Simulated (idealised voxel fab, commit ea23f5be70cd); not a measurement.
The following process module bears the name voxel wiring stack.
cross-section cut | 160 nm wide | cells 5 nm
How to read a cross-section here: the picture is a grid of square cells, written as bands going from the top down, and any band can span one or more rows of cells.
Quick guide to a band line: top height, bottom height (nm) up front; then every material left to right with its width in nm. Only one material and it's marked "full width"? Then it fills the band edge to edge. And "empty" just means empty space.
A quick word on heights: they are counted from 0, and under that level the wafer as it came to us is one material throughout. The lowest band is different from the rest in having no bottom; it simply continues downward, written as in "0 and below".
Top row gets the first number, bottom row gets the second, and each row in between changes by the same step: that is how a band width like "30..40" works.
The designation "stayed the same", where it is given for a processing step, indicates that no cell of the cross-section was altered in the course of that step.
Each empty space that has no open way to the top and spans at least 8 cells appears under "Closed void catalog" as width x height at distance, the distance counted from the left edge, all in nm.
Past the settings on a step's line: simulator remark, on that step.
overlay nm: mask right of planned place by this much (step with mask). Neg. = left.

SO HERE'S THE LINEUP OF PROCESS STEPS WE PLANNED
1) RECEIVE with material Si
2) CONFORMAL_DEP with material SiO2, thk nm 15
3) DIRECTIONAL_DEP with material TiN, thk nm 5
4) DIRECTIONAL_DEP with material W, thk nm 20
5) MASKED_ETCH with tone cover, mask id METAL_1, width nm 15, pitch nm 50, etch materials W, depth nm 20, overlay nm 0
6) MASKED_ETCH with tone cover, mask id METAL_1, width nm 20, pitch nm 50, etch materials TiN, depth nm 5, overlay nm 0
7) FILL_DEP with material SiO2, thk nm 10
8) CMP with height nm 40
9) CONFORMAL_DEP with material SiCN, thk nm 5
10) DIRECTIONAL_DEP with material SiO2, thk nm 20
11) DIRECTIONAL_DEP with material aC, thk nm 15
12) PATTERN with tone open, mask id PLUG_1, material resist, width nm 15, pitch nm 50, thk nm 35, overlay nm 0
13) DIRECTIONAL_ETCH with etch materials aC, depth nm 15
14) STRIP with etch materials resist
15) DIRECTIONAL_ETCH with etch materials SiO2, depth nm 20
16) DIRECTIONAL_ETCH with etch materials SiCN, depth nm 5
17) STRIP with etch materials aC
18) EPI with material Ru, thk nm 10
19) EPI with material Ru, thk nm 10
20) EPI with material Ru, thk nm 5
21) DIRECTIONAL_DEP with material TiN, thk nm 5
22) DIRECTIONAL_DEP with material Ru, thk nm 25
23) PATTERN with tone cover, mask id METAL_2, material resist, width nm 20, pitch nm 50, thk nm 15, overlay nm 0
24) DIRECTIONAL_ETCH with etch materials Ru, depth nm 25
25) DIRECTIONAL_ETCH with etch materials TiN, depth nm 5
26) STRIP with etch materials resist
27) FILL_DEP with material SiO2, thk nm 10
28) CMP with height nm 95
29) CONFORMAL_DEP with material SiCN, thk nm 5
Every wafer here starts from the same state; it is the step 5 width nm that distinguishes them, and the value the plan gives belongs to the first wafer.

THE FIRST OF SEVERAL WAFERS, AS RECEIVED AFTER STEP 1, SEEN IN SECTION
> 0 and below: Si full width
> Closed void catalog: none

PER WAFER, END OF MODULE: CELLS GAINED (+) OR LOST (-) PER MATERIAL SINCE RECEIPT, THEN CLOSED VOIDS
width nm 15; +105 Ru; +55 SiCN; +420 SiO2; +24 TiN; +36 W; Closed void catalog: none
width nm 20; +105 Ru; +55 SiCN; +408 SiO2; +24 TiN; +48 W; Closed void catalog: none
width nm 25; +105 Ru; +55 SiCN; +393 SiO2; +27 TiN; +60 W; Closed void catalog: none
width nm 30; +105 Ru; +55 SiCN; +378 SiO2; +30 TiN; +72 W; Closed void catalog: none
